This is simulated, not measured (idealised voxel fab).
Process module in this document: voxel gate over fins
The figure presents cross-section cut, which has a width of 255 nm and is divided into square cells with an edge length of 5 nm.
Format of a cross-section: grid, square cells. Given as bands. Order: top down. Band: one or more rows of cells. Band: top and bottom heights (nm) first, top before bottom; then materials from left to right, widths in nm. "throughout" marks a sole material filling the band edge to edge. "air" denotes empty space. All heights in this document are referenced to 0, defined as the level beneath which the wafer, as received, consists entirely of one material. The lowest band is not bounded below; it extends indefinitely downward and is written in the form "0 nm and below". The two numbers in a width such as "30 to 40" mark its ends across the band: the first belongs to the top row of cells, the second to the bottom row, and from each row to the next the width moves by the same amount. "no modifications" for a step: no cell of the cross-section changed in that step. For the entry "Enclosed voids", the listed items are empty spaces with no open way to the top whose size is 8 cells or more; each item follows the pattern width x height at distance, where distance is from the left edge and all three are in nm. Whatever follows a step's settings on its line is a remark the simulator itself makes about that step. Each step line may optionally specify "overlay nm", which for a step with a mask gives the rightward distance between the mask's planned place and where it lay, a negative value indicating the leftward direction.

[Below is the list of planned process steps]
1,RECEIVE: material Si
2,CONFORMAL_DEP: material SiN, thk nm 10
3,PATTERN: tone cover, mask id FINS, material resist, width nm 15, pitch nm 35, thk nm 15, overlay nm 0
4,DIRECTIONAL_ETCH: etch materials SiN, depth nm 10
5,DIRECTIONAL_ETCH: etch materials Si, depth nm 30
6,STRIP: etch materials resist
7,OXIDIZE: depth nm 5
8,FILL_DEP: material SiO2, thk nm 10
9,CMP: height nm 10
10,SELECTIVE_ETCH: etch materials SiO2, depth nm 20
11,STRIP: etch materials SiN
12,CONFORMAL_DEP: material HfO2, thk nm 5
13,CONFORMAL_DEP: material TiN, thk nm 5
14,FILL_DEP: material W, thk nm 10
15,CMP: height nm 15
16,CONFORMAL_DEP: material SiCN, thk nm 5

[Received-state cross-section, reflecting completion of step 1]
    0 nm and below  Si throughout
    Enclosed voids: none

[End-of-module XS, first of two wafers, run as planned]
    20 nm to 15 nm  SiCN throughout
    15 nm to 10 nm  W throughout
    10 nm to 5 nm  W=80 / TiN=25 / W=10 / TiN=25 / W=10 / TiN=25 / W=80
    5 nm to 0 nm  W=80 / TiN=5 / HfO2=15 / TiN=5 / W=10 / TiN=5 / HfO2=15 / TiN=5 / W=10 / TiN=5 / HfO2=15 / TiN=5 / W=80
    0 nm to -5 nm  TiN=85 / HfO2=5 / Si=5 / HfO2=5 / TiN=20 / HfO2=5 / Si=5 / HfO2=5 / TiN=20 / HfO2=5 / Si=5 / HfO2=5 / TiN=85
    -5 nm to -10 nm  HfO2=90 / Si=5 / HfO2=30 / Si=5 / HfO2=30 / Si=5 / HfO2=90
    -10 nm to -35 nm  SiO2=90 / Si=5 / SiO2=30 / Si=5 / SiO2=30 / Si=5 / SiO2=90
    -35 nm and below  Si throughout
    Enclosed voids: none

[End-of-module cross-section of the second wafer: identical starting point and process plan to the first, with one processing mistake]
    20 nm to 15 nm  SiCN throughout
    15 nm to 10 nm  W throughout
    10 nm to 5 nm  W=80 / TiN=25 / W=10 / TiN=25 / W=10 / TiN=25 / W=80
    5 nm to 0 nm  W=80 / TiN=5 / HfO2=15 / TiN=5 / W=10 / TiN=5 / HfO2=15 / TiN=5 / W=10 / TiN=5 / HfO2=15 / TiN=5 / W=80
    0 nm to -20 nm  W=80 / TiN=5 / HfO2=5 / Si=5 / HfO2=5 / TiN=5 / W=10 / TiN=5 / HfO2=5 / Si=5 / HfO2=5 / TiN=5 / W=10 / TiN=5 / HfO2=5 / Si=5 / HfO2=5 / TiN=5 / W=80
    -20 nm to -25 nm  TiN=85 / HfO2=5 / Si=5 / HfO2=5 / TiN=20 / HfO2=5 / Si=5 / HfO2=5 / TiN=20 / HfO2=5 / Si=5 / HfO2=5 / TiN=85
    -25 nm to -30 nm  HfO2=90 / Si=5 / HfO2=30 / Si=5 / HfO2=30 / Si=5 / HfO2=90
    -30 nm to -35 nm  SiO2=90 / Si=5 / SiO2=30 / Si=5 / SiO2=30 / Si=5 / SiO2=90
    -35 nm and below  Si throughout
    Enclosed voids: none
Where did the run depart from the plan? regarding the plan, step 10 was run twice
Final comparison by cell count, materials where the second wafer has more or fewer than the first: +24 HfO2 | -192 SiO2 | +24 TiN | +144 W
